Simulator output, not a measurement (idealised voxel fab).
The following process module bears the name voxel gate over fins.
The width of the displayed cross-section, cut, is 160 nm; its cells are square, with a size of 5 nm.
We lay out every cross-section as a grid of square cells and spell it out in bands from the top down, where one band means one or more rows of cells.
Each band's line starts with the height of the band's top and of its bottom, in nm. Then come its materials from left to right, each with its width in nm. One material with "throughout" fills the band from edge to edge. "blank" is empty space.
Heads up on the height convention: 0 is the point under which the incoming wafer is all one material, and the lowest band has no bottom, it just keeps going down, like "top 0, no bottom".
Top row gets the first number, bottom row gets the second, and each row in between changes by the same step: that is how a band width like "30..40" works.
It should be understood that the words "same as before", when stated for a given step, signify that the cross-section underwent no change in any of its cells during that step.
"Voids, fully enclosed" specifies each empty space that is not open to the top and that occupies no fewer than 8 cells, using the form width x height at distance, the distance measured from the left edge and all three quantities in nm.
after a step's settings: what the simulator itself notes on the step
overlay nm: on a step with a mask, how far right of its planned place the mask lay; negative means left.
**Listed below are the process steps as planned**
- 1: RECEIVE | material Si
- 2: CONFORMAL_DEP | material SiN | thk nm 10
- 3: MASKED_ETCH | tone cover | mask id FINS | width nm 15 | pitch nm 60 | etch materials SiN | depth nm 10 | overlay nm 0
- 4: MASKED_ETCH | tone cover | mask id FINS | width nm 15 | pitch nm 60 | etch materials Si | depth nm 35 | overlay nm 0
- 5: OXIDIZE | depth nm 5
- 6: FILL_DEP | material SiO2 | thk nm 15
- 7: CMP | height nm 10
- 8: MASKED_ETCH | tone open | mask id RAIL | width nm 15 | etch materials SiO2 | depth nm 40 | overlay nm 0
- 9: CONFORMAL_DEP | material TiN | thk nm 5
- 10: FILL_DEP | material Ru | thk nm 5
- 11: CMP | height nm 10
- 12: SELECTIVE_ETCH | etch materials W Ru TiN | depth nm 25
- 13: FILL_DEP | material SiO2 | thk nm 5
- 14: CMP | height nm 10
- 15: SELECTIVE_ETCH | etch materials SiO2 | depth nm 20
- 16: STRIP | etch materials SiN
- 17: CONFORMAL_DEP | material HfO2 | thk nm 5
- 18: CONFORMAL_DEP | material TiN | thk nm 5
- 19: CONFORMAL_DEP | material TiAl | thk nm 5
- 20: CONFORMAL_DEP | material TiN | thk nm 5
- 21: FILL_DEP | material W | thk nm 10
- 22: CMP | height nm 25
- 23: CONFORMAL_DEP | material SiN | thk nm 10
**Account of the first of two wafers, which was processed as intended**
**Shown in cross-section is the wafer as received, that is, as it stands after step 1**
> top 0, no bottom  Si throughout
> Voids, fully enclosed: none
**Step 2 complete: cross-section through the wafer**
> top 10, bottom 0  SiN throughout
> Everything under 0 stays put, no change at all.
**Step 3 complete: cross-section through the wafer**
> top 10, bottom 0  blank 40 nm | SiN 15 nm | blank 45 nm | SiN 15 nm | blank 45 nm
> Everything under 0 stays put, no change at all.
**Step 4 complete: cross-section through the wafer**
> top 10, bottom 0  blank 40 nm | SiN 15 nm | blank 45 nm | SiN 15 nm | blank 45 nm
> top 0, bottom -35  blank 40 nm | Si 15 nm | blank 45 nm | Si 15 nm | blank 45 nm
> Everything under -35 stays put, no change at all.
**Step 5 complete: cross-section through the wafer**
> top 10, bottom 0  blank 40 nm | SiN 15 nm | blank 45 nm | SiN 15 nm | blank 45 nm
> top 0, bottom -35  blank 40 nm | SiO2 5 nm | Si 5 nm | SiO2 5 nm | blank 45 nm | SiO2 5 nm | Si 5 nm | SiO2 5 nm | blank 45 nm
> top -35, bottom -40  SiO2 45 nm | Si 5 nm | SiO2 55 nm | Si 5 nm | SiO2 50 nm
> Everything under -40 stays put, no change at all.
**Step 6 complete: cross-section through the wafer**
> top 25, bottom 10  SiO2 throughout
> top 10, bottom 0  SiO2 40 nm | SiN 15 nm | SiO2 45 nm | SiN 15 nm | SiO2 45 nm
> top 0, bottom -40  SiO2 45 nm | Si 5 nm | SiO2 55 nm | Si 5 nm | SiO2 50 nm
> Everything under -40 stays put, no change at all.
**Step 7 complete: cross-section through the wafer**
> top 10, bottom 0  SiO2 40 nm | SiN 15 nm | SiO2 45 nm | SiN 15 nm | SiO2 45 nm
> Everything under 0 stays put, no change at all.
**Step 8 complete: cross-section through the wafer**
> top 10, bottom 0  SiO2 40 nm | SiN 15 nm | SiO2 15 nm | blank 15 nm | SiO2 15 nm | SiN 15 nm | SiO2 45 nm
> top 0, bottom -30  SiO2 45 nm | Si 5 nm | SiO2 20 nm | blank 15 nm | SiO2 20 nm | Si 5 nm | SiO2 50 nm
> Everything under -30 stays put, no change at all.
**Step 9 complete: cross-section through the wafer**
> top 15, bottom 10  TiN 75 nm | blank 5 nm | TiN 80 nm
> top 10, bottom 0  SiO2 40 nm | SiN 15 nm | SiO2 15 nm | TiN 5 nm | blank 5 nm | TiN 5 nm | SiO2 15 nm | SiN 15 nm | SiO2 45 nm
> top 0, bottom -25  SiO2 45 nm | Si 5 nm | SiO2 20 nm | TiN 5 nm | blank 5 nm | TiN 5 nm | SiO2 20 nm | Si 5 nm | SiO2 50 nm
> top -25, bottom -30  SiO2 45 nm | Si 5 nm | SiO2 20 nm | TiN 15 nm | SiO2 20 nm | Si 5 nm | SiO2 50 nm
> Everything under -30 stays put, no change at all.
**Step 10 complete: cross-section through the wafer**
> top 20, bottom 15  Ru throughout
> top 15, bottom 10  TiN 75 nm | Ru 5 nm | TiN 80 nm
> top 10, bottom 0  SiO2 40 nm | SiN 15 nm | SiO2 15 nm | TiN 5 nm | Ru 5 nm | TiN 5 nm | SiO2 15 nm | SiN 15 nm | SiO2 45 nm
> top 0, bottom -25  SiO2 45 nm | Si 5 nm | SiO2 20 nm | TiN 5 nm | Ru 5 nm | TiN 5 nm | SiO2 20 nm | Si 5 nm | SiO2 50 nm
> Everything under -25 stays put, no change at all.
**Step 11 complete: cross-section through the wafer**
> top 10, bottom 0  SiO2 40 nm | SiN 15 nm | SiO2 15 nm | TiN 5 nm | Ru 5 nm | TiN 5 nm | SiO2 15 nm | SiN 15 nm | SiO2 45 nm
> Everything under 0 stays put, no change at all.
**Step 12 complete: cross-section through the wafer**
> top 10, bottom 0  SiO2 40 nm | SiN 15 nm | SiO2 15 nm | blank 15 nm | SiO2 15 nm | SiN 15 nm | SiO2 45 nm
> top 0, bottom -15  SiO2 45 nm | Si 5 nm | SiO2 20 nm | blank 15 nm | SiO2 20 nm | Si 5 nm | SiO2 50 nm
> Everything under -15 stays put, no change at all.
**Step 13 complete: cross-section through the wafer**
> top 15, bottom 10  SiO2 throughout
> top 10, bottom 0  SiO2 40 nm | SiN 15 nm | SiO2 45 nm | SiN 15 nm | SiO2 45 nm
> top 0, bottom -15  SiO2 45 nm | Si 5 nm | SiO2 55 nm | Si 5 nm | SiO2 50 nm
> Everything under -15 stays put, no change at all.
**Step 14 complete: cross-section through the wafer**
> top 10, bottom 0  SiO2 40 nm | SiN 15 nm | SiO2 45 nm | SiN 15 nm | SiO2 45 nm
> Everything under 0 stays put, no change at all.
**Step 15 complete: cross-section through the wafer**
> top 10, bottom 0  blank 40 nm | SiN 15 nm | blank 45 nm | SiN 15 nm | blank 45 nm
> top 0, bottom -10  blank 45 nm | Si 5 nm | blank 55 nm | Si 5 nm | blank 50 nm
> Everything under -10 stays put, no change at all.
**Step 16 complete: cross-section through the wafer**
> top 0, bottom -10  blank 45 nm | Si 5 nm | blank 55 nm | Si 5 nm | blank 50 nm
> Everything under -10 stays put, no change at all.
**Step 17 complete: cross-section through the wafer**
> top 5, bottom 0  blank 40 nm | HfO2 15 nm | blank 45 nm | HfO2 15 nm | blank 45 nm
> top 0, bottom -5  blank 40 nm | HfO2 5 nm | Si 5 nm | HfO2 5 nm | blank 45 nm | HfO2 5 nm | Si 5 nm | HfO2 5 nm | blank 45 nm
> top -5, bottom -10  HfO2 45 nm | Si 5 nm | HfO2 55 nm | Si 5 nm | HfO2 50 nm
> Everything under -10 stays put, no change at all.
**Step 18 complete: cross-section through the wafer**
> top 10, bottom 5  blank 35 nm | TiN 25 nm | blank 35 nm | TiN 25 nm | blank 40 nm
> top 5, bottom 0  blank 35 nm | TiN 5 nm | HfO2 15 nm | TiN 5 nm | blank 35 nm | TiN 5 nm | HfO2 15 nm | TiN 5 nm | blank 40 nm
> top 0, bottom -5  TiN 40 nm | HfO2 5 nm | Si 5 nm | HfO2 5 nm | TiN 45 nm | HfO2 5 nm | Si 5 nm | HfO2 5 nm | TiN 45 nm
> Everything under -5 stays put, no change at all.
**Step 19 complete: cross-section through the wafer**
> top 15, bottom 10  blank 30 nm | TiAl 35 nm | blank 25 nm | TiAl 35 nm | blank 35 nm
> top 10, bottom 5  blank 30 nm | TiAl 5 nm | TiN 25 nm | TiAl 5 nm | blank 25 nm | TiAl 5 nm | TiN 25 nm | TiAl 5 nm | blank 35 nm
> top 5, bottom 0  TiAl 35 nm | TiN 5 nm | HfO2 15 nm | TiN 5 nm | TiAl 35 nm | TiN 5 nm | HfO2 15 nm | TiN 5 nm | TiAl 40 nm
> Everything under 0 stays put, no change at all.
**Step 20 complete: cross-section through the wafer**
> top 20, bottom 15  blank 25 nm | TiN 45 nm | blank 15 nm | TiN 45 nm | blank 30 nm
> top 15, bottom 10  blank 25 nm | TiN 5 nm | TiAl 35 nm | TiN 5 nm | blank 15 nm | TiN 5 nm | TiAl 35 nm | TiN 5 nm | blank 30 nm
> top 10, bottom 5  TiN 30 nm | TiAl 5 nm | TiN 25 nm | TiAl 5 nm | TiN 25 nm | TiAl 5 nm | TiN 25 nm | TiAl 5 nm | TiN 35 nm
> Everything under 5 stays put, no change at all.
**Step 21 complete: cross-section through the wafer**
> top 30, bottom 20  W throughout
> top 20, bottom 15  W 25 nm | TiN 45 nm | W 15 nm | TiN 45 nm | W 30 nm
> top 15, bottom 10  W 25 nm | TiN 5 nm | TiAl 35 nm | TiN 5 nm | W 15 nm | TiN 5 nm | TiAl 35 nm | TiN 5 nm | W 30 nm
> Everything under 10 stays put, no change at all.
**Step 22 complete: cross-section through the wafer**
> top 25, bottom 20  W throughout
> Everything under 20 stays put, no change at all.
**Step 23 complete: cross-section through the wafer**
> top 35, bottom 25  SiN throughout
> Everything under 25 stays put, no change at all.
**Regarding the second of the two wafers: it shared the first wafer's starting condition and process plan, yet one error occurred during its execution. Its history coincides with that of the first wafer up to and including step 3**
**At the planned end of step 4, the second wafer in cross-section**
> top 10, bottom 0  blank 40 nm | SiN 15 nm | blank 45 nm | SiN 15 nm | blank 45 nm
> top 0, bottom -35  blank 35 nm | Si 25 nm | blank 35 nm | Si 25 nm | blank 40 nm
> Everything under -35 stays put, no change at all.
**At the planned end of step 5, the second wafer in cross-section**
> top 10, bottom 0  blank 40 nm | SiN 15 nm | blank 45 nm | SiN 15 nm | blank 45 nm
> top 0, bottom -5  blank 35 nm | SiO2 10 nm | Si 5 nm | SiO2 10 nm | blank 35 nm | SiO2 10 nm | Si 5 nm | SiO2 10 nm | blank 40 nm
> top -5, bottom -35  blank 35 nm | SiO2 5 nm | Si 15 nm | SiO2 5 nm | blank 35 nm | SiO2 5 nm | Si 15 nm | SiO2 5 nm | blank 40 nm
> top -35, bottom -40  SiO2 40 nm | Si 15 nm | SiO2 45 nm | Si 15 nm | SiO2 45 nm
> Everything under -40 stays put, no change at all.
**At the planned end of step 6, the second wafer in cross-section**
> top 25, bottom 10  SiO2 throughout
> top 10, bottom 0  SiO2 40 nm | SiN 15 nm | SiO2 45 nm | SiN 15 nm | SiO2 45 nm
> top 0, bottom -5  SiO2 45 nm | Si 5 nm | SiO2 55 nm | Si 5 nm | SiO2 50 nm
> top -5, bottom -40  SiO2 40 nm | Si 15 nm | SiO2 45 nm | Si 15 nm | SiO2 45 nm
> Everything under -40 stays put, no change at all.
**At the planned end of step 7, the second wafer in cross-section**
> top 10, bottom 0  SiO2 40 nm | SiN 15 nm | SiO2 45 nm | SiN 15 nm | SiO2 45 nm
> Everything under 0 stays put, no change at all.
**At the planned end of step 8, the second wafer in cross-section**
> top 10, bottom 0  SiO2 40 nm | SiN 15 nm | SiO2 15 nm | blank 15 nm | SiO2 15 nm | SiN 15 nm | SiO2 45 nm
> top 0, bottom -5  SiO2 45 nm | Si 5 nm | SiO2 20 nm | blank 15 nm | SiO2 20 nm | Si 5 nm | SiO2 50 nm
> top -5, bottom -30  SiO2 40 nm | Si 15 nm | SiO2 15 nm | blank 15 nm | SiO2 15 nm | Si 15 nm | SiO2 45 nm
> Everything under -30 stays put, no change at all.
**At the planned end of step 9, the second wafer in cross-section**
> top 15, bottom 10  TiN 75 nm | blank 5 nm | TiN 80 nm
> top 10, bottom 0  SiO2 40 nm | SiN 15 nm | SiO2 15 nm | TiN 5 nm | blank 5 nm | TiN 5 nm | SiO2 15 nm | SiN 15 nm | SiO2 45 nm
> top 0, bottom -5  SiO2 45 nm | Si 5 nm | SiO2 20 nm | TiN 5 nm | blank 5 nm | TiN 5 nm | SiO2 20 nm | Si 5 nm | SiO2 50 nm
> top -5, bottom -25  SiO2 40 nm | Si 15 nm | SiO2 15 nm | TiN 5 nm | blank 5 nm | TiN 5 nm | SiO2 15 nm | Si 15 nm | SiO2 45 nm
> top -25, bottom -30  SiO2 40 nm | Si 15 nm | SiO2 15 nm | TiN 15 nm | SiO2 15 nm | Si 15 nm | SiO2 45 nm
> Everything under -30 stays put, no change at all.
**At the planned end of step 10, the second wafer in cross-section**
> top 20, bottom 15  Ru throughout
> top 15, bottom 10  TiN 75 nm | Ru 5 nm | TiN 80 nm
> top 10, bottom 0  SiO2 40 nm | SiN 15 nm | SiO2 15 nm | TiN 5 nm | Ru 5 nm | TiN 5 nm | SiO2 15 nm | SiN 15 nm | SiO2 45 nm
> top 0, bottom -5  SiO2 45 nm | Si 5 nm | SiO2 20 nm | TiN 5 nm | Ru 5 nm | TiN 5 nm | SiO2 20 nm | Si 5 nm | SiO2 50 nm
> top -5, bottom -25  SiO2 40 nm | Si 15 nm | SiO2 15 nm | TiN 5 nm | Ru 5 nm | TiN 5 nm | SiO2 15 nm | Si 15 nm | SiO2 45 nm
> Everything under -25 stays put, no change at all.
**At the planned end of step 11, the second wafer in cross-section**
> top 10, bottom 0  SiO2 40 nm | SiN 15 nm | SiO2 15 nm | TiN 5 nm | Ru 5 nm | TiN 5 nm | SiO2 15 nm | SiN 15 nm | SiO2 45 nm
> Everything under 0 stays put, no change at all.
**At the planned end of step 12, the second wafer in cross-section**
> top 10, bottom 0  SiO2 40 nm | SiN 15 nm | SiO2 15 nm | blank 15 nm | SiO2 15 nm | SiN 15 nm | SiO2 45 nm
> top 0, bottom -5  SiO2 45 nm | Si 5 nm | SiO2 20 nm | blank 15 nm | SiO2 20 nm | Si 5 nm | SiO2 50 nm
> top -5, bottom -15  SiO2 40 nm | Si 15 nm | SiO2 15 nm | blank 15 nm | SiO2 15 nm | Si 15 nm | SiO2 45 nm
> Everything under -15 stays put, no change at all.
**At the planned end of step 13, the second wafer in cross-section**
> top 15, bottom 10  SiO2 throughout
> top 10, bottom 0  SiO2 40 nm | SiN 15 nm | SiO2 45 nm | SiN 15 nm | SiO2 45 nm
> top 0, bottom -5  SiO2 45 nm | Si 5 nm | SiO2 55 nm | Si 5 nm | SiO2 50 nm
> top -5, bottom -15  SiO2 40 nm | Si 15 nm | SiO2 45 nm | Si 15 nm | SiO2 45 nm
> Everything under -15 stays put, no change at all.
**At the planned end of step 14, the second wafer in cross-section**
> top 10, bottom 0  SiO2 40 nm | SiN 15 nm | SiO2 45 nm | SiN 15 nm | SiO2 45 nm
> Everything under 0 stays put, no change at all.
**At the planned end of step 15, the second wafer in cross-section**
> top 10, bottom 0  blank 40 nm | SiN 15 nm | blank 45 nm | SiN 15 nm | blank 45 nm
> top 0, bottom -10  blank 45..40 nm | Si 5..15 nm | blank 55..45 nm | Si 5..15 nm | blank 50..45 nm
> Everything under -10 stays put, no change at all.
**At the planned end of step 16, the second wafer in cross-section**
> top 0, bottom -10  blank 45..40 nm | Si 5..15 nm | blank 55..45 nm | Si 5..15 nm | blank 50..45 nm
> Everything under -10 stays put, no change at all.
**At the planned end of step 17, the second wafer in cross-section**
> top 5, bottom 0  blank 40 nm | HfO2 15 nm | blank 45 nm | HfO2 15 nm | blank 45 nm
> top 0, bottom -5  blank 35 nm | HfO2 10 nm | Si 5 nm | HfO2 10 nm | blank 35 nm | HfO2 10 nm | Si 5 nm | HfO2 10 nm | blank 40 nm
> top -5, bottom -10  HfO2 40 nm | Si 15 nm | HfO2 45 nm | Si 15 nm | HfO2 45 nm
> Everything under -10 stays put, no change at all.
**At the planned end of step 18, the second wafer in cross-section**
> top 10, bottom 5  blank 35 nm | TiN 25 nm | blank 35 nm | TiN 25 nm | blank 40 nm
> top 5, bottom 0  blank 30 nm | TiN 10 nm | HfO2 15 nm | TiN 10 nm | blank 25 nm | TiN 10 nm | HfO2 15 nm | TiN 10 nm | blank 35 nm
> top 0, bottom -5  TiN 35 nm | HfO2 10 nm | Si 5 nm | HfO2 10 nm | TiN 35 nm | HfO2 10 nm | Si 5 nm | HfO2 10 nm | TiN 40 nm
> Everything under -5 stays put, no change at all.
**At the planned end of step 19, the second wafer in cross-section**
> top 15, bottom 10  blank 30 nm | TiAl 35 nm | blank 25 nm | TiAl 35 nm | blank 35 nm
> top 10, bottom 5  blank 25 nm | TiAl 10 nm | TiN 25 nm | TiAl 10 nm | blank 15 nm | TiAl 10 nm | TiN 25 nm | TiAl 10 nm | blank 30 nm
> top 5, bottom 0  TiAl 30 nm | TiN 10 nm | HfO2 15 nm | TiN 10 nm | TiAl 25 nm | TiN 10 nm | HfO2 15 nm | TiN 10 nm | TiAl 35 nm
> Everything under 0 stays put, no change at all.
**At the planned end of step 20, the second wafer in cross-section**
> top 20, bottom 15  blank 25 nm | TiN 45 nm | blank 15 nm | TiN 45 nm | blank 30 nm
> top 15, bottom 10  blank 20 nm | TiN 10 nm | TiAl 35 nm | TiN 10 nm | blank 5 nm | TiN 10 nm | TiAl 35 nm | TiN 10 nm | blank 25 nm
> top 10, bottom 5  TiN 25 nm | TiAl 10 nm | TiN 25 nm | TiAl 10 nm | TiN 15 nm | TiAl 10 nm | TiN 25 nm | TiAl 10 nm | TiN 30 nm
> Everything under 5 stays put, no change at all.
**At the planned end of step 21, the second wafer in cross-section**
> top 30, bottom 20  W throughout
> top 20, bottom 15  W 25 nm | TiN 45 nm | W 15 nm | TiN 45 nm | W 30 nm
> top 15, bottom 10  W 20 nm | TiN 10 nm | TiAl 35 nm | TiN 10 nm | W 5 nm | TiN 10 nm | TiAl 35 nm | TiN 10 nm | W 25 nm
> Everything under 10 stays put, no change at all.
**At the planned end of step 22, the second wafer in cross-section**
> top 25, bottom 20  W throughout
> Everything under 20 stays put, no change at all.
**At the planned end of step 23, the second wafer in cross-section**
> top 35, bottom 25  SiN throughout
> Everything under 25 stays put, no change at all.
The plan and the run diverged here: heads up, step 4 didn't go per plan, it actually ran as MASKED_ETCH | tone cover | mask id FINS | width nm 25 | pitch nm 60 | etch materials Si | depth nm 35 | overlay nm 0
FYI, end of process, the second wafer has more or fewer cells of some materials than the first: 28 more of Si; 24 fewer of SiO2; 4 fewer of W
